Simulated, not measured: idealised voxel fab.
This is a process module. Its name is voxel self aligned contacts.
This is section cut - it's 215 nm across, gridded in 5 nm square cells.
Each cross-section below is a grid of square cells, stated as bands in top-down order, with one or more rows of cells making up each band. This entry defines a band. It first specifies the height of the band's top and the height of its bottom in nm, and then specifies the band's materials from left to right, stating each material with its width in nm. The word "edge to edge" identifies a single material that fills the band from edge to edge, while the word "empty" identifies empty space. Height 0 is the level under which the wafer as received is all one material. The lowest band goes on downwards, as in "top 0, no bottom". Width spec "30->40" -> top row of cells at first value, bottom row at second value, equal per-row change in between. Reading "no change occurred" for a step: not a cell of the cross-section changed in it. The entry titled "Closed internal cavities" provides the empty spaces that have no open way to the top, restricted to those of 8 cells or more. Each is presented as width x height at distance, the distance being measured from the left edge, with all three in nm. Heads up: the bit after the settings on a step's line is the simulator's remark on that step. overlay nm: for a step with a mask, the amount by which the mask lay right of where it was planned; a negative amount means left of it.
**The following list gives the planned process steps**
1,RECEIVE,material Si
2,OXIDIZE,depth nm 5
3,DIRECTIONAL_DEP,material polySi,thk nm 25
4,DIRECTIONAL_DEP,material SiN,thk nm 20
5,DIRECTIONAL_DEP,material aC,thk nm 10
6,PATTERN,tone cover,mask id GATE,material resist,width nm 25,pitch nm 50,thk nm 30,overlay nm 0
7,DIRECTIONAL_ETCH,etch materials aC,depth nm 10
8,STRIP,etch materials resist
9,DIRECTIONAL_ETCH,etch materials SiN,depth nm 20
10,DIRECTIONAL_ETCH,etch materials polySi,depth nm 25
11,STRIP,etch materials aC
12,CONFORMAL_DEP,material SiN,thk nm 5
13,DIRECTIONAL_ETCH,etch materials SiN,depth nm 5
14,FILL_DEP,material SiO2,thk nm 10
15,CMP,height nm 50
16,MASKED_ETCH,tone open,mask id CONTACT,width nm 35,etch materials SiO2,depth nm 55,overlay nm 0
17,CONFORMAL_DEP,material TiN,thk nm 5
18,FILL_DEP,material Ru,thk nm 5
19,CMP,height nm 50
20,CONFORMAL_DEP,material SiN,thk nm 5
**The first of two wafers, run as planned**
**Cross-section of the wafer at receipt, which is the condition after step 1**
top 0, no bottom: Si edge to edge
Closed internal cavities: none
**The following cross-section depicts the wafer upon completion of step 2**
top 0, bottom -5: SiO2 edge to edge
Below -5, no change.
**The following cross-section depicts the wafer upon completion of step 3**
top 25, bottom 0: polySi edge to edge
Below 0, no change.
**The following cross-section depicts the wafer upon completion of step 4**
top 45, bottom 25: SiN edge to edge
Below 25, no change.
**The following cross-section depicts the wafer upon completion of step 5**
top 55, bottom 45: aC edge to edge
Below 45, no change.
**The following cross-section depicts the wafer upon completion of step 6**
top 85, bottom 55: empty=70, resist=25, empty=25, resist=25, empty=70
Below 55, no change.
**The following cross-section depicts the wafer upon completion of step 7**
top 75, bottom 55: empty=70, resist=25, empty=25, resist=25, empty=70
top 55, bottom 45: empty=70, aC=25, empty=25, aC=25, empty=70
Below 45, no change.
**The following cross-section depicts the wafer upon completion of step 8**
top 55, bottom 45: empty=70, aC=25, empty=25, aC=25, empty=70
Below 45, no change.
**The following cross-section depicts the wafer upon completion of step 9**
top 55, bottom 45: empty=70, aC=25, empty=25, aC=25, empty=70
top 45, bottom 25: empty=70, SiN=25, empty=25, SiN=25, empty=70
Below 25, no change.
**The following cross-section depicts the wafer upon completion of step 10**
top 55, bottom 45: empty=70, aC=25, empty=25, aC=25, empty=70
top 45, bottom 25: empty=70, SiN=25, empty=25, SiN=25, empty=70
top 25, bottom 0: empty=70, polySi=25, empty=25, polySi=25, empty=70
Below 0, no change.
**The following cross-section depicts the wafer upon completion of step 11**
top 45, bottom 25: empty=70, SiN=25, empty=25, SiN=25, empty=70
Below 25, no change.
**The following cross-section depicts the wafer upon completion of step 12**
top 50, bottom 25: empty=65, SiN=35, empty=15, SiN=35, empty=65
top 25, bottom 5: empty=65, SiN=5, polySi=25, SiN=5, empty=15, SiN=5, polySi=25, SiN=5, empty=65
top 5, bottom 0: SiN=70, polySi=25, SiN=25, polySi=25, SiN=70
Below 0, no change.
**The following cross-section depicts the wafer upon completion of step 13**
top 45, bottom 25: empty=65, SiN=35, empty=15, SiN=35, empty=65
top 25, bottom 0: empty=65, SiN=5, polySi=25, SiN=5, empty=15, SiN=5, polySi=25, SiN=5, empty=65
Below 0, no change.
**The following cross-section depicts the wafer upon completion of step 14**
top 55, bottom 45: SiO2 edge to edge
top 45, bottom 25: SiO2=65, SiN=35, SiO2=15, SiN=35, SiO2=65
top 25, bottom 0: SiO2=65, SiN=5, polySi=25, SiN=5, SiO2=15, SiN=5, polySi=25, SiN=5, SiO2=65
Below 0, no change.
**The following cross-section depicts the wafer upon completion of step 15**
top 50, bottom 45: SiO2 edge to edge
Below 45, no change.
**The following cross-section depicts the wafer upon completion of step 16**
top 50, bottom 45: SiO2=90, empty=35, SiO2=90
top 45, bottom 25: SiO2=65, SiN=35, empty=15, SiN=35, SiO2=65
top 25, bottom 0: SiO2=65, SiN=5, polySi=25, SiN=5, empty=15, SiN=5, polySi=25, SiN=5, SiO2=65
top 0, bottom -5: SiO2=100, empty=15, SiO2=100
Below -5, no change.
**The following cross-section depicts the wafer upon completion of step 17**
top 55, bottom 50: TiN=95, empty=25, TiN=95
top 50, bottom 45: SiO2=90, TiN=15, empty=5, TiN=15, SiO2=90
top 45, bottom 25: SiO2=65, SiN=35, TiN=5, empty=5, TiN=5, SiN=35, SiO2=65
top 25, bottom 0: SiO2=65, SiN=5, polySi=25, SiN=5, TiN=5, empty=5, TiN=5, SiN=5, polySi=25, SiN=5, SiO2=65
top 0, bottom -5: SiO2=100, TiN=15, SiO2=100
Below -5, no change.
**The following cross-section depicts the wafer upon completion of step 18**
top 60, bottom 55: Ru edge to edge
top 55, bottom 50: TiN=95, Ru=25, TiN=95
top 50, bottom 45: SiO2=90, TiN=15, Ru=5, TiN=15, SiO2=90
top 45, bottom 25: SiO2=65, SiN=35, TiN=5, Ru=5, TiN=5, SiN=35, SiO2=65
top 25, bottom 0: SiO2=65, SiN=5, polySi=25, SiN=5, TiN=5, Ru=5, TiN=5, SiN=5, polySi=25, SiN=5, SiO2=65
Below 0, no change.
**The following cross-section depicts the wafer upon completion of step 19**
top 50, bottom 45: SiO2=90, TiN=15, Ru=5, TiN=15, SiO2=90
Below 45, no change.
**The following cross-section depicts the wafer upon completion of step 20**
top 55, bottom 50: SiN edge to edge
Below 50, no change.
**Wafer two of the pair: same origin, same plan, one error during the run; identical to wafer one up to and including step 15**
**Cross-sectional representation of the second wafer at the time designated in the plan for the completion of step 16**
top 50, bottom 45: SiO2=85, empty=45, SiO2=85
top 45, bottom 25: SiO2=65, SiN=35, empty=15, SiN=35, SiO2=65
top 25, bottom 0: SiO2=65, SiN=5, polySi=25, SiN=5, empty=15, SiN=5, polySi=25, SiN=5, SiO2=65
top 0, bottom -5: SiO2=100, empty=15, SiO2=100
Below -5, no change.
**Cross-sectional representation of the second wafer at the time designated in the plan for the completion of step 17**
top 55, bottom 50: TiN=90, empty=35, TiN=90
top 50, bottom 45: SiO2=85, TiN=20, empty=5, TiN=20, SiO2=85
top 45, bottom 25: SiO2=65, SiN=35, TiN=5, empty=5, TiN=5, SiN=35, SiO2=65
top 25, bottom 0: SiO2=65, SiN=5, polySi=25, SiN=5, TiN=5, empty=5, TiN=5, SiN=5, polySi=25, SiN=5, SiO2=65
top 0, bottom -5: SiO2=100, TiN=15, SiO2=100
Below -5, no change.
**Cross-sectional representation of the second wafer at the time designated in the plan for the completion of step 18**
top 60, bottom 55: Ru edge to edge
top 55, bottom 50: TiN=90, Ru=35, TiN=90
top 50, bottom 45: SiO2=85, TiN=20, Ru=5, TiN=20, SiO2=85
top 45, bottom 25: SiO2=65, SiN=35, TiN=5, Ru=5, TiN=5, SiN=35, SiO2=65
top 25, bottom 0: SiO2=65, SiN=5, polySi=25, SiN=5, TiN=5, Ru=5, TiN=5, SiN=5, polySi=25, SiN=5, SiO2=65
Below 0, no change.
**Cross-sectional representation of the second wafer at the time designated in the plan for the completion of step 19**
top 50, bottom 45: SiO2=85, TiN=20, Ru=5, TiN=20, SiO2=85
Below 45, no change.
**Cross-sectional representation of the second wafer at the time designated in the plan for the completion of step 20**
top 55, bottom 50: SiN edge to edge
Below 50, no change.
Finding, execution versus plan: the process deviated at step 16: the operation and settings actually run there were MASKED_ETCH,tone open,mask id CONTACT,width nm 45,etch materials SiO2,depth nm 55,overlay nm 0
Wrapping up, a cell-based count of both wafers puts the second over or under the first for these materials: SiO2 -2; TiN +2
